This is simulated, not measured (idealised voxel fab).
A process module follows: voxel self aligned contacts.
We display cut, a cross-section 170 nm in width whose square cells are each 5 nm.
Format of a cross-section: grid, square cells. Given as bands. Order: top down. Band: one or more rows of cells.
Top, bottom (nm), then materials left to right with widths (nm); lone material tagged "throughout" fills the whole band edge to edge; "empty" = empty space.
A quick word on heights: they are counted from 0, and under that level the wafer as it came to us is one material throughout. The lowest band is different from the rest in having no bottom; it simply continues downward, written as in "0..down".
Width: "30 to 40" (first number = top row, second number = bottom row, same change from row to row of cells).
Given "no change occurred" for a step, no cell of the cross-section differs between before and after that step.
Closed empty spaces (no open way to the top) of 8 cells or more are what "Voids, fully enclosed" lists, each as width x height at distance from the left edge, nm for all three.
Read whatever lies past the settings on a step's line as the simulator's own remark about the step.
The "overlay nm" setting may appear on a step's line; for a step that uses a mask, it gives how far to the right of its planned position the mask lay, and a negative value indicates the left.
# Set out below are the planned steps of the process
1) RECEIVE, material Si
2) OXIDIZE, depth nm 5
3) DIRECTIONAL_DEP, material polySi, thk nm 20
4) DIRECTIONAL_DEP, material SiN, thk nm 25
5) DIRECTIONAL_DEP, material aC, thk nm 15
6) PATTERN, tone cover, mask id GATE, material resist, width nm 35, pitch nm 70, thk nm 30, overlay nm 0
7) DIRECTIONAL_ETCH, etch materials aC, depth nm 15
8) STRIP, etch materials resist
9) DIRECTIONAL_ETCH, etch materials SiN, depth nm 25
10) DIRECTIONAL_ETCH, etch materials polySi, depth nm 20
11) STRIP, etch materials aC
12) CONFORMAL_DEP, material SiN, thk nm 10
13) DIRECTIONAL_ETCH, etch materials SiN, depth nm 10
14) FILL_DEP, material SiO2, thk nm 15
15) CMP, height nm 50
16) PATTERN, tone open, mask id CONTACT, material resist, width nm 55, thk nm 20, overlay nm 0
17) DIRECTIONAL_ETCH, etch materials SiO2, depth nm 55
18) STRIP, etch materials resist
19) CONFORMAL_DEP, material TiN, thk nm 5
20) FILL_DEP, material Ru, thk nm 5
21) CMP, height nm 50
22) CONFORMAL_DEP, material SiCN, thk nm 5
# Received-state cross-section, reflecting completion of step 1
* 0..down  Si throughout
* Voids, fully enclosed: none
# Figure: cross-sectional view of the wafer upon completion of the module, processed from the initial state and according to the plan depicted above, with one error introduced during execution
* 55..50  SiCN throughout
* 50..45  SiO2 55 nm / TiN 25 nm / Ru 5 nm / TiN 25 nm / SiO2 60 nm
* 45..20  SiO2 20 nm / SiN 55 nm / TiN 5 nm / Ru 5 nm / TiN 5 nm / SiN 55 nm / SiO2 25 nm
* 20..15  SiO2 20 nm / SiN 10 nm / polySi 35 nm / SiN 10 nm / TiN 5 nm / Ru 5 nm / TiN 5 nm / SiN 10 nm / polySi 35 nm / SiN 10 nm / SiO2 25 nm
* 15..10  SiO2 20 nm / SiN 10 nm / polySi 35 nm / SiN 10 nm / TiN 15 nm / SiN 10 nm / polySi 35 nm / SiN 10 nm / SiO2 25 nm
* 10..0  SiN 30 nm / polySi 35 nm / SiN 35 nm / polySi 35 nm / SiN 35 nm
* 0..-5  SiO2 throughout
* -5..down  Si throughout
* Voids, fully enclosed: none
Processing error: steps 12 and 13: order swapped relative to plan
